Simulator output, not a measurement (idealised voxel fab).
process module | voxel trench capacitor
cross-section cut | 290 nm wide | cells 5 nm
A cross-section is a grid of square cells, given in bands from the top down. A band is one or more rows of cells.
Each band's line starts with the height of the band's top and of its bottom, in nm. Then come its materials from left to right, each with its width in nm. One material with "throughout" fills the band from edge to edge. "air" is empty space.
Height 0 is the level under which the wafer as received is all one material. The lowest band goes on downwards, as in "0 down".
A width such as "30 to 40" changes by the same amount from each row of cells to the next, from the band's top row to its bottom row.
"no change" after a step means that no cell of the cross-section changed.
closed voids: empty space of 8 cells or more with no open way to the top, each as width x height at its distance from the left edge, in nm
after a step's settings: what the simulator itself notes on the step
overlay nm, on a step with a mask: how far to the right of its planned place the mask lay; to the left if negative
plan
1 op RECEIVE | material Si
2 op CONFORMAL_DEP | material SiN | thk nm 5
3 op DIRECTIONAL_DEP | material aC | thk nm 10
4 op PATTERN | tone open | mask id TRENCH | material resist | width nm 30 | pitch nm 55 | thk nm 25 | overlay nm 0
5 op DIRECTIONAL_ETCH | etch materials aC | depth nm 10
6 op STRIP | etch materials resist
7 op DIRECTIONAL_ETCH | etch materials SiN | depth nm 5
8 op DIRECTIONAL_ETCH | etch materials Si | depth nm 40
9 op STRIP | etch materials aC
10 op CONFORMAL_DEP | material HfO2 | thk nm 5
11 op CONFORMAL_DEP | material TiN | thk nm 5
12 op FILL_DEP | material W | thk nm 5
13 op CMP | height nm 5
first wafer, as planned
as received, after step 1
  0 down: Si throughout
  closed voids: none
after step 2
  5 to 0: SiN throughout
  below 0: unchanged
after step 3
  15 to 5: aC throughout
  below 5: unchanged
after step 4
  40 to 15: resist 45 | air 30 | resist 25 | air 30 | resist 25 | air 30 | resist 25 | air 30 | resist 50
  below 15: unchanged
after step 5
  30 to 15: resist 45 | air 30 | resist 25 | air 30 | resist 25 | air 30 | resist 25 | air 30 | resist 50
  15 to 5: aC 45 | air 30 | aC 25 | air 30 | aC 25 | air 30 | aC 25 | air 30 | aC 50
  below 5: unchanged
after step 6
  15 to 5: aC 45 | air 30 | aC 25 | air 30 | aC 25 | air 30 | aC 25 | air 30 | aC 50
  below 5: unchanged
after step 7
  15 to 5: aC 45 | air 30 | aC 25 | air 30 | aC 25 | air 30 | aC 25 | air 30 | aC 50
  5 to 0: SiN 45 | air 30 | SiN 25 | air 30 | SiN 25 | air 30 | SiN 25 | air 30 | SiN 50
  below 0: unchanged
after step 8
  15 to 5: aC 45 | air 30 | aC 25 | air 30 | aC 25 | air 30 | aC 25 | air 30 | aC 50
  5 to 0: SiN 45 | air 30 | SiN 25 | air 30 | SiN 25 | air 30 | SiN 25 | air 30 | SiN 50
  0 to -40: Si 45 | air 30 | Si 25 | air 30 | Si 25 | air 30 | Si 25 | air 30 | Si 50
  below -40: unchanged
after step 9
  5 to 0: SiN 45 | air 30 | SiN 25 | air 30 | SiN 25 | air 30 | SiN 25 | air 30 | SiN 50
  below 0: unchanged
after step 10
  10 to 5: HfO2 50 | air 20 | HfO2 35 | air 20 | HfO2 35 | air 20 | HfO2 35 | air 20 | HfO2 55
  5 to 0: SiN 45 | HfO2 5 | air 20 | HfO2 5 | SiN 25 | HfO2 5 | air 20 | HfO2 5 | SiN 25 | HfO2 5 | air 20 | HfO2 5 | SiN 25 | HfO2 5 | air 20 | HfO2 5 | SiN 50
  0 to -35: Si 45 | HfO2 5 | air 20 | HfO2 5 | Si 25 | HfO2 5 | air 20 | HfO2 5 | Si 25 | HfO2 5 | air 20 | HfO2 5 | Si 25 | HfO2 5 | air 20 | HfO2 5 | Si 50
  -35 to -40: Si 45 | HfO2 30 | Si 25 | HfO2 30 | Si 25 | HfO2 30 | Si 25 | HfO2 30 | Si 50
  below -40: unchanged
after step 11
  15 to 10: TiN 55 | air 10 | TiN 45 | air 10 | TiN 45 | air 10 | TiN 45 | air 10 | TiN 60
  10 to 5: HfO2 50 | TiN 5 | air 10 | TiN 5 | HfO2 35 | TiN 5 | air 10 | TiN 5 | HfO2 35 | TiN 5 | air 10 | TiN 5 | HfO2 35 | TiN 5 | air 10 | TiN 5 | HfO2 55
  5 to 0: SiN 45 | HfO2 5 | TiN 5 | air 10 | TiN 5 | HfO2 5 | SiN 25 | HfO2 5 | TiN 5 | air 10 | TiN 5 | HfO2 5 | SiN 25 | HfO2 5 | TiN 5 | air 10 | TiN 5 | HfO2 5 | SiN 25 | HfO2 5 | TiN 5 | air 10 | TiN 5 | HfO2 5 | SiN 50
  0 to -30: Si 45 | HfO2 5 | TiN 5 | air 10 | TiN 5 | HfO2 5 | Si 25 | HfO2 5 | TiN 5 | air 10 | TiN 5 | HfO2 5 | Si 25 | HfO2 5 | TiN 5 | air 10 | TiN 5 | HfO2 5 | Si 25 | HfO2 5 | TiN 5 | air 10 | TiN 5 | HfO2 5 | Si 50
  -30 to -35: Si 45 | HfO2 5 | TiN 20 | HfO2 5 | Si 25 | HfO2 5 | TiN 20 | HfO2 5 | Si 25 | HfO2 5 | TiN 20 | HfO2 5 | Si 25 | HfO2 5 | TiN 20 | HfO2 5 | Si 50
  below -35: unchanged
after step 12
  20 to 15: W throughout
  15 to 10: TiN 55 | W 10 | TiN 45 | W 10 | TiN 45 | W 10 | TiN 45 | W 10 | TiN 60
  10 to 5: HfO2 50 | TiN 5 | W 10 | TiN 5 | HfO2 35 | TiN 5 | W 10 | TiN 5 | HfO2 35 | TiN 5 | W 10 | TiN 5 | HfO2 35 | TiN 5 | W 10 | TiN 5 | HfO2 55
  5 to 0: SiN 45 | HfO2 5 | TiN 5 | W 10 | TiN 5 | HfO2 5 | SiN 25 | HfO2 5 | TiN 5 | W 10 | TiN 5 | HfO2 5 | SiN 25 | HfO2 5 | TiN 5 | W 10 | TiN 5 | HfO2 5 | SiN 25 | HfO2 5 | TiN 5 | W 10 | TiN 5 | HfO2 5 | SiN 50
  0 to -30: Si 45 | HfO2 5 | TiN 5 | W 10 | TiN 5 | HfO2 5 | Si 25 | HfO2 5 | TiN 5 | W 10 | TiN 5 | HfO2 5 | Si 25 | HfO2 5 | TiN 5 | W 10 | TiN 5 | HfO2 5 | Si 25 | HfO2 5 | TiN 5 | W 10 | TiN 5 | HfO2 5 | Si 50
  below -30: unchanged
after step 13
  5 to 0: SiN 45 | HfO2 5 | TiN 5 | W 10 | TiN 5 | HfO2 5 | SiN 25 | HfO2 5 | TiN 5 | W 10 | TiN 5 | HfO2 5 | SiN 25 | HfO2 5 | TiN 5 | W 10 | TiN 5 | HfO2 5 | SiN 25 | HfO2 5 | TiN 5 | W 10 | TiN 5 | HfO2 5 | SiN 50
  below 0: unchanged
second wafer: like start, like plan, one mistake. Through step 7 it matches the first wafer
when step 8 should have ended
  15 to 5: aC 45 | air 30 | aC 25 | air 30 | aC 25 | air 30 | aC 25 | air 30 | aC 50
  5 to 0: SiN 45 | air 30 | SiN 25 | air 30 | SiN 25 | air 30 | SiN 25 | air 30 | SiN 50
  0 to -80: Si 45 | air 30 | Si 25 | air 30 | Si 25 | air 30 | Si 25 | air 30 | Si 50
  below -80: unchanged
when step 9 should have ended
  5 to 0: SiN 45 | air 30 | SiN 25 | air 30 | SiN 25 | air 30 | SiN 25 | air 30 | SiN 50
  below 0: unchanged
when step 10 should have ended
  10 to 5: HfO2 50 | air 20 | HfO2 35 | air 20 | HfO2 35 | air 20 | HfO2 35 | air 20 | HfO2 55
  5 to 0: SiN 45 | HfO2 5 | air 20 | HfO2 5 | SiN 25 | HfO2 5 | air 20 | HfO2 5 | SiN 25 | HfO2 5 | air 20 | HfO2 5 | SiN 25 | HfO2 5 | air 20 | HfO2 5 | SiN 50
  0 to -75: Si 45 | HfO2 5 | air 20 | HfO2 5 | Si 25 | HfO2 5 | air 20 | HfO2 5 | Si 25 | HfO2 5 | air 20 | HfO2 5 | Si 25 | HfO2 5 | air 20 | HfO2 5 | Si 50
  -75 to -80: Si 45 | HfO2 30 | Si 25 | HfO2 30 | Si 25 | HfO2 30 | Si 25 | HfO2 30 | Si 50
  below -80: unchanged
when step 11 should have ended
  15 to 10: TiN 55 | air 10 | TiN 45 | air 10 | TiN 45 | air 10 | TiN 45 | air 10 | TiN 60
  10 to 5: HfO2 50 | TiN 5 | air 10 | TiN 5 | HfO2 35 | TiN 5 | air 10 | TiN 5 | HfO2 35 | TiN 5 | air 10 | TiN 5 | HfO2 35 | TiN 5 | air 10 | TiN 5 | HfO2 55
  5 to 0: SiN 45 | HfO2 5 | TiN 5 | air 10 | TiN 5 | HfO2 5 | SiN 25 | HfO2 5 | TiN 5 | air 10 | TiN 5 | HfO2 5 | SiN 25 | HfO2 5 | TiN 5 | air 10 | TiN 5 | HfO2 5 | SiN 25 | HfO2 5 | TiN 5 | air 10 | TiN 5 | HfO2 5 | SiN 50
  0 to -70: Si 45 | HfO2 5 | TiN 5 | air 10 | TiN 5 | HfO2 5 | Si 25 | HfO2 5 | TiN 5 | air 10 | TiN 5 | HfO2 5 | Si 25 | HfO2 5 | TiN 5 | air 10 | TiN 5 | HfO2 5 | Si 25 | HfO2 5 | TiN 5 | air 10 | TiN 5 | HfO2 5 | Si 50
  -70 to -75: Si 45 | HfO2 5 | TiN 20 | HfO2 5 | Si 25 | HfO2 5 | TiN 20 | HfO2 5 | Si 25 | HfO2 5 | TiN 20 | HfO2 5 | Si 25 | HfO2 5 | TiN 20 | HfO2 5 | Si 50
  below -75: unchanged
when step 12 should have ended
  20 to 15: W throughout
  15 to 10: TiN 55 | W 10 | TiN 45 | W 10 | TiN 45 | W 10 | TiN 45 | W 10 | TiN 60
  10 to 5: HfO2 50 | TiN 5 | W 10 | TiN 5 | HfO2 35 | TiN 5 | W 10 | TiN 5 | HfO2 35 | TiN 5 | W 10 | TiN 5 | HfO2 35 | TiN 5 | W 10 | TiN 5 | HfO2 55
  5 to 0: SiN 45 | HfO2 5 | TiN 5 | W 10 | TiN 5 | HfO2 5 | SiN 25 | HfO2 5 | TiN 5 | W 10 | TiN 5 | HfO2 5 | SiN 25 | HfO2 5 | TiN 5 | W 10 | TiN 5 | HfO2 5 | SiN 25 | HfO2 5 | TiN 5 | W 10 | TiN 5 | HfO2 5 | SiN 50
  0 to -70: Si 45 | HfO2 5 | TiN 5 | W 10 | TiN 5 | HfO2 5 | Si 25 | HfO2 5 | TiN 5 | W 10 | TiN 5 | HfO2 5 | Si 25 | HfO2 5 | TiN 5 | W 10 | TiN 5 | HfO2 5 | Si 25 | HfO2 5 | TiN 5 | W 10 | TiN 5 | HfO2 5 | Si 50
  below -70: unchanged
when step 13 should have ended
  5 to 0: SiN 45 | HfO2 5 | TiN 5 | W 10 | TiN 5 | HfO2 5 | SiN 25 | HfO2 5 | TiN 5 | W 10 | TiN 5 | HfO2 5 | SiN 25 | HfO2 5 | TiN 5 | W 10 | TiN 5 | HfO2 5 | SiN 25 | HfO2 5 | TiN 5 | W 10 | TiN 5 | HfO2 5 | SiN 50
  below 0: unchanged
what went wrong: step 8 was run twice
at the end the second wafer has, in cells: 64 more of HfO2 | 192 fewer of Si | 64 more of TiN | 64 more of W
